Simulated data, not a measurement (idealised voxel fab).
This is a process module. Its name is voxel self aligned contacts.
Xsec cut, 275 nm wide, square cell size 5 nm.
Cross-section, as written here: a square-cell grid given band by band from the top down, where a band holds one or more rows of cells. What a band's entry tells you: where the top is and where the bottom is, as heights in nm, and after that what lies inside, material by material from left to right, each with its width in nm. Empty space is written as the word "air", and a single material marked with the word "everywhere" occupies the band from edge to edge. Heights from 0 (as-received wafer is one material below). Bottom band endless downward, as "0..down". Width "30->40": first value at the band's top row of cells, second value at its bottom row, equal change from row to row. Step note "changes: none" = no cross-section cell changed. "Cavities, sealed" contains a list of empty spaces, each no smaller than 8 cells and without an open way to the top, written in the form width x height at distance with the distance from the left edge and all three in nm. Step line, after settings: the simulator's comment on this step. The optional step-line setting "overlay nm" applies to steps with a mask and quantifies how far to the right of its planned location the mask lay, a negative value indicating leftward placement.
[Below is the list of planned process steps]
| 1 | RECEIVE | material Si |
| 2 | OXIDIZE | depth nm 5 |
| 3 | DIRECTIONAL_DEP | material polySi | thk nm 30 |
| 4 | DIRECTIONAL_DEP | material SiN | thk nm 20 |
| 5 | PATTERN | tone cover | mask id GATE | material resist | width nm 35 | pitch nm 65 | thk nm 20 | overlay nm 0 |
| 6 | DIRECTIONAL_ETCH | etch materials SiN | depth nm 20 |
| 7 | DIRECTIONAL_ETCH | etch materials polySi | depth nm 30 |
| 8 | STRIP | etch materials resist |
| 9 | CONFORMAL_DEP | material SiN | thk nm 5 |
| 10 | DIRECTIONAL_ETCH | etch materials SiN | depth nm 5 |
| 11 | FILL_DEP | material SiO2 | thk nm 10 |
| 12 | CMP | height nm 55 |
| 13 | PATTERN | tone open | mask id CONTACT | material resist | width nm 40 | pitch nm 65 | thk nm 15 | overlay nm 0 |
| 14 | DIRECTIONAL_ETCH | etch materials SiO2 | depth nm 60 |
| 15 | STRIP | etch materials resist |
| 16 | CONFORMAL_DEP | material TiN | thk nm 5 |
| 17 | FILL_DEP | material W | thk nm 5 |
| 18 | CMP | height nm 55 |
| 19 | CONFORMAL_DEP | material SiCN | thk nm 5 |
[Shown in cross-section is the wafer as received, that is, as it stands after step 1]
	0..down: Si everywhere
	Cavities, sealed: none
[As-planned run: cross-section of the first of two wafers at end of module]
	60..55: SiCN everywhere
	55..50: SiO2 85 nm | TiN 15 nm | W 10 nm | TiN 15 nm | SiO2 25 nm | TiN 15 nm | W 10 nm | TiN 15 nm | SiO2 85 nm
	50..30: SiO2 50 nm | SiN 45 nm | TiN 5 nm | W 10 nm | TiN 5 nm | SiN 45 nm | TiN 5 nm | W 10 nm | TiN 5 nm | SiN 45 nm | SiO2 50 nm
	30..0: SiO2 50 nm | SiN 5 nm | polySi 35 nm | SiN 5 nm | TiN 5 nm | W 10 nm | TiN 5 nm | SiN 5 nm | polySi 35 nm | SiN 5 nm | TiN 5 nm | W 10 nm | TiN 5 nm | SiN 5 nm | polySi 35 nm | SiN 5 nm | SiO2 50 nm
	0..-5: SiO2 95 nm | TiN 20 nm | SiO2 45 nm | TiN 20 nm | SiO2 95 nm
	-5..down: Si everywhere
	Cavities, sealed: none
[Cross-section, wafer two of two, end of module: same start and plan as wafer one, one error in execution]
	60..55: SiCN everywhere
	55..50: SiO2 85 nm | TiN 20 nm | W 5 nm | TiN 15 nm | SiO2 25 nm | TiN 20 nm | W 5 nm | TiN 15 nm | SiO2 85 nm
	50..30: SiO2 50 nm | SiN 50 nm | TiN 5 nm | W 5 nm | TiN 5 nm | SiN 50 nm | TiN 5 nm | W 5 nm | TiN 5 nm | SiN 50 nm | SiO2 45 nm
	30..0: SiO2 50 nm | SiN 5 nm | polySi 40 nm | SiN 5 nm | TiN 5 nm | W 5 nm | TiN 5 nm | SiN 5 nm | polySi 40 nm | SiN 5 nm | TiN 5 nm | W 5 nm | TiN 5 nm | SiN 5 nm | polySi 40 nm | SiN 5 nm | SiO2 45 nm
	0..-5: SiO2 100 nm | TiN 15 nm | SiO2 50 nm | TiN 15 nm | SiO2 95 nm
	-5..down: Si everywhere
	Cavities, sealed: none
Heads up, the wafer didn't run the way we planned it: step 5 was run on a setting that differed from the plan, and what really ran there is PATTERN | tone cover | mask id GATE | material resist | width nm 40 | pitch nm 65 | thk nm 20 | overlay nm 0
FYI, end of process, the second wafer has more or fewer cells of some materials than the first: +12 SiN; -8 SiO2; -22 W; +18 polySi
